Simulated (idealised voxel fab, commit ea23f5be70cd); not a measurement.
The process module that follows is named voxel capacitor over wiring.
Cross-sectional view cut (width: 240 nm; square cell size: 5 nm).
This document writes a cross-section as a grid whose cells are square, and gives it as bands, listed from the top down; one or more rows of cells form a band. Per band: top height and bottom height in nm, followed by the left-to-right materials and their widths in nm; "edge to edge" marks a single material spanning edge to edge, "air" marks empty space. Heads up on the height convention: 0 is the point under which the incoming wafer is all one material, and the lowest band has no bottom, it just keeps going down, like "0..down". The expression "30..40" gives the width at the extremes of the band, the first number at its top row of cells and the second at its bottom row, with the width changing by equal amounts from each row to the next in between. Where the words "no change occurred" appear for a step, the cross-section shows no cell changed by that step; every cell remained as before. "Closed cavity list" contains a list of empty spaces, each no smaller than 8 cells and without an open way to the top, written in the form width x height at distance with the distance from the left edge and all three in nm. Step line, after settings: the simulator's comment on this step. overlay nm: how far to the right of its planned place the mask lay on this masked step (negative: to the left).
Intended process steps:
1) RECEIVE,material Si
2) CONFORMAL_DEP,material SiO2,thk nm 15
3) DIRECTIONAL_DEP,material TiN,thk nm 5
4) DIRECTIONAL_DEP,material W,thk nm 25
5) PATTERN,tone cover,mask id METAL_1,material resist,width nm 25,pitch nm 90,thk nm 20,overlay nm 0
6) DIRECTIONAL_ETCH,etch materials W,depth nm 25
7) DIRECTIONAL_ETCH,etch materials TiN,depth nm 5
8) STRIP,etch materials resist
9) CONFORMAL_DEP,material SiN,thk nm 5
10) FILL_DEP,material lowk,thk nm 5
11) CMP,height nm 45
12) CONFORMAL_DEP,material SiCN,thk nm 5
13) DIRECTIONAL_DEP,material SiO2,thk nm 15
14) DIRECTIONAL_DEP,material aC,thk nm 15
15) PATTERN,tone open,mask id PLUG_1,material resist,width nm 15,thk nm 30,overlay nm 0
16) DIRECTIONAL_ETCH,etch materials aC,depth nm 15
17) STRIP,etch materials resist
18) DIRECTIONAL_ETCH,etch materials SiO2,depth nm 15
19) DIRECTIONAL_ETCH,etch materials SiCN,depth nm 5
20) STRIP,etch materials aC
21) CONFORMAL_DEP,material TiN,thk nm 5
22) FILL_DEP,material Ru,thk nm 10
23) CMP,height nm 65
24) DIRECTIONAL_DEP,material TiN,thk nm 5
25) DIRECTIONAL_DEP,material Al2O3,thk nm 5
26) DIRECTIONAL_DEP,material TiN,thk nm 5
27) DIRECTIONAL_DEP,material aC,thk nm 10
28) PATTERN,tone cover,mask id UPPER_PLATE,material resist,width nm 70,thk nm 25,overlay nm 0
29) DIRECTIONAL_ETCH,etch materials aC,depth nm 10
30) STRIP,etch materials resist
31) DIRECTIONAL_ETCH,etch materials TiN,depth nm 5
32) DIRECTIONAL_ETCH,etch materials Al2O3,depth nm 5
33) STRIP,etch materials aC
34) PATTERN,tone cover,mask id LOWER_PLATE,material resist,width nm 80,thk nm 15,overlay nm 0
35) DIRECTIONAL_ETCH,etch materials TiN,depth nm 5
36) STRIP,etch materials resist
37) FILL_DEP,material SiO2,thk nm 15
38) CMP,height nm 90
39) PATTERN,tone open,mask id PLUG_2,material resist,width nm 15,thk nm 15,overlay nm 0
40) DIRECTIONAL_ETCH,etch materials SiO2,depth nm 10
41) STRIP,etch materials resist
42) CONFORMAL_DEP,material TiN,thk nm 5
43) FILL_DEP,material Ru,thk nm 5
44) CMP,height nm 90
45) CONFORMAL_DEP,material SiN,thk nm 5
as received, after step 1:
0..down | Si edge to edge
Closed cavity list: none
Wafer cross-section at module end: first of two, run to plan:
95..90 | SiN edge to edge
90..85 | 80 nm SiO2  5 nm TiN  5 nm Ru  5 nm TiN  145 nm SiO2
85..75 | 80..70 nm SiO2  15..70 nm TiN  145..100 nm SiO2
75..70 | 70 nm SiO2  70 nm Al2O3  100 nm SiO2
70..65 | 65 nm SiO2  80 nm TiN  95 nm SiO2
65..50 | 70 nm SiO2  5 nm TiN  5 nm Ru  5 nm TiN  155 nm SiO2
50..45 | 70 nm SiCN  15 nm TiN  155 nm SiCN
45..20 | 55 nm lowk  5 nm SiN  25 nm W  5 nm SiN  55 nm lowk  5 nm SiN  25 nm W  5 nm SiN  60 nm lowk
20..15 | 60 nm SiN  25 nm TiN  65 nm SiN  25 nm TiN  65 nm SiN
15..0 | SiO2 edge to edge
0..down | Si edge to edge
Closed cavity list: none
End of module, second wafer, cross-section. Started like the first, planned like the first, run with one mistake:
95..90 | SiN edge to edge
90..85 | 80 nm SiO2  5 nm TiN  5 nm Ru  5 nm TiN  145 nm SiO2
85..75 | 80..70 nm SiO2  15..70 nm TiN  145..100 nm SiO2
75..70 | 70 nm SiO2  70 nm Al2O3  100 nm SiO2
70..65 | 65 nm SiO2  80 nm TiN  95 nm SiO2
65..50 | 70 nm SiO2  5 nm TiN  5 nm Ru  5 nm TiN  155 nm SiO2
50..45 | 70 nm SiCN  15 nm TiN  155 nm SiCN
45..35 | 55 nm lowk  5 nm SiN  25 nm W  5 nm SiN  55 nm lowk  5 nm SiN  25 nm W  5 nm SiN  60 nm lowk
35..30 | 60 nm SiN  25 nm TiN  65 nm SiN  25 nm TiN  65 nm SiN
30..0 | SiO2 edge to edge
0..down | Si edge to edge
Closed cavity list: none
In executing the process, a mistake was made relative to the plan: step 2 of the plan was executed twice over
End of process, cell counts, second wafer against first, materials with more or fewer: SiN -12, SiO2 +144, W -30, lowk -102
